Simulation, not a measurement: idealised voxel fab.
The following is a process module called voxel gate over fins.
Square cells of 5 nm make up the cross-section cut, whose width is 265 nm.
This document writes a cross-section as a grid whose cells are square, and gives it as bands, listed from the top down; one or more rows of cells form a band.
Read a band's entry like this: the first values are the height of its top and the height of its bottom in nm, and what follows is the sequence of materials from left to right, each with its width in nm. Note that "air" is empty space, and that a single material marked "throughout" reaches across the band from edge to edge.
Beneath 0, the wafer as received is one material, and that level is where height counting begins. The lowest band goes on downward without a bottom; it is written like "0..down".
You'd read "30->40" like this: the band's top row of cells is as wide as the first number, its bottom row is as wide as the second, and going down, every row changes width by the same amount as the row before did.
No cell of the cross-section changed in a step that is given as "no alteration".
Enclosed voids (no open way to top), threshold 8 cells or more, entry "Enclosed void list", notation width x height at distance, distance from left edge, nm.
If you see something after the settings on a step's line, that's the simulator's own remark about that step.
overlay nm: step with mask; distance mask lay right of planned place; negative value = left of planned place.

[plan]
- 1: RECEIVE with material Si
- 2: CONFORMAL_DEP with material SiN, thk nm 5
- 3: MASKED_ETCH with tone cover, mask id FINS, width nm 15, pitch nm 60, etch materials SiN, depth nm 5, overlay nm 0
- 4: MASKED_ETCH with tone cover, mask id FINS, width nm 15, pitch nm 60, etch materials Si, depth nm 30, overlay nm 0
- 5: OXIDIZE with depth nm 5
- 6: FILL_DEP with material SiO2, thk nm 5
- 7: CMP with height nm 5
- 8: PATTERN with tone open, mask id RAIL, material resist, width nm 15, thk nm 15, overlay nm 0
- 9: DIRECTIONAL_ETCH with etch materials SiO2, depth nm 30
- 10: STRIP with etch materials resist
- 11: CONFORMAL_DEP with material TiN, thk nm 5
- 12: FILL_DEP with material W, thk nm 5
- 13: CMP with height nm 5
- 14: SELECTIVE_ETCH with etch materials W Ru TiN, depth nm 25
- 15: FILL_DEP with material SiO2, thk nm 5
- 16: CMP with height nm 5
- 17: SELECTIVE_ETCH with etch materials SiO2, depth nm 15
- 18: STRIP with etch materials SiN
- 19: CONFORMAL_DEP with material HfO2, thk nm 5
- 20: CONFORMAL_DEP with material TiN, thk nm 5
- 21: CONFORMAL_DEP with material TiAl, thk nm 5
- 22: CONFORMAL_DEP with material TiN, thk nm 5
- 23: FILL_DEP with material W, thk nm 10
- 24: CMP with height nm 25
- 25: CONFORMAL_DEP with material SiN, thk nm 5

[This is the cross-section of the wafer as we received it, i.e. after step 1]
	0..down  Si throughout
	Enclosed void list: none

[First of two wafers at the end of the module, shown in cross-section; run carried out as planned]
	30..25  SiN throughout
	25..20  W throughout
	20..15  80 nm W / 45 nm TiN / 15 nm W / 45 nm TiN / 80 nm W
	15..10  80 nm W / 5 nm TiN / 35 nm TiAl / 5 nm TiN / 15 nm W / 5 nm TiN / 35 nm TiAl / 5 nm TiN / 80 nm W
	10..5  85 nm TiN / 5 nm TiAl / 25 nm TiN / 5 nm TiAl / 25 nm TiN / 5 nm TiAl / 25 nm TiN / 5 nm TiAl / 85 nm TiN
	5..0  90 nm TiAl / 5 nm TiN / 15 nm HfO2 / 5 nm TiN / 35 nm TiAl / 5 nm TiN / 15 nm HfO2 / 5 nm TiN / 90 nm TiAl
	0..-5  95 nm TiN / 5 nm HfO2 / 5 nm Si / 5 nm HfO2 / 45 nm TiN / 5 nm HfO2 / 5 nm Si / 5 nm HfO2 / 95 nm TiN
	-5..-10  100 nm HfO2 / 5 nm Si / 55 nm HfO2 / 5 nm Si / 100 nm HfO2
	-10..-20  100 nm SiO2 / 5 nm Si / 55 nm SiO2 / 5 nm Si / 100 nm SiO2
	-20..-25  100 nm SiO2 / 5 nm Si / 20 nm SiO2 / 15 nm TiN / 20 nm SiO2 / 5 nm Si / 100 nm SiO2
	-25..-35  100 nm SiO2 / 5 nm Si / 55 nm SiO2 / 5 nm Si / 100 nm SiO2
	-35..down  Si throughout
	Enclosed void list: none

[Cross-section of the latter of the two wafers at module completion. It had an identical start and an identical plan to the former; in running it, one mistake was made]
	30..25  SiN throughout
	25..20  W throughout
	20..15  80 nm W / 45 nm TiN / 15 nm W / 45 nm TiN / 80 nm W
	15..10  80 nm W / 5 nm TiN / 35 nm TiAl / 5 nm TiN / 15 nm W / 5 nm TiN / 35 nm TiAl / 5 nm TiN / 80 nm W
	10..5  85 nm TiN / 5 nm TiAl / 25 nm TiN / 5 nm TiAl / 25 nm TiN / 5 nm TiAl / 25 nm TiN / 5 nm TiAl / 85 nm TiN
	5..0  90 nm TiAl / 5 nm TiN / 15 nm HfO2 / 5 nm TiN / 35 nm TiAl / 5 nm TiN / 15 nm HfO2 / 5 nm TiN / 90 nm TiAl
	0..-5  95 nm TiN / 5 nm HfO2 / 5 nm Si / 5 nm HfO2 / 45 nm TiN / 5 nm HfO2 / 5 nm Si / 5 nm HfO2 / 95 nm TiN
	-5..-10  100 nm HfO2 / 5 nm Si / 55 nm HfO2 / 5 nm Si / 100 nm HfO2
	-10..-20  100 nm SiO2 / 5 nm Si / 55 nm SiO2 / 5 nm Si / 100 nm SiO2
	-20..-25  100 nm SiO2 / 5 nm Si / 20 nm SiO2 / 15 nm TiN / 20 nm SiO2 / 5 nm Si / 100 nm SiO2
	-25..-65  100 nm SiO2 / 5 nm Si / 55 nm SiO2 / 5 nm Si / 100 nm SiO2
	-65..down  Si throughout
	Enclosed void list: none
What broke from the plan during processing? step 4 of the plan saw execution twice
Materials where the second wafer ends with more or fewer cells than the first: Si -306, SiO2 +306
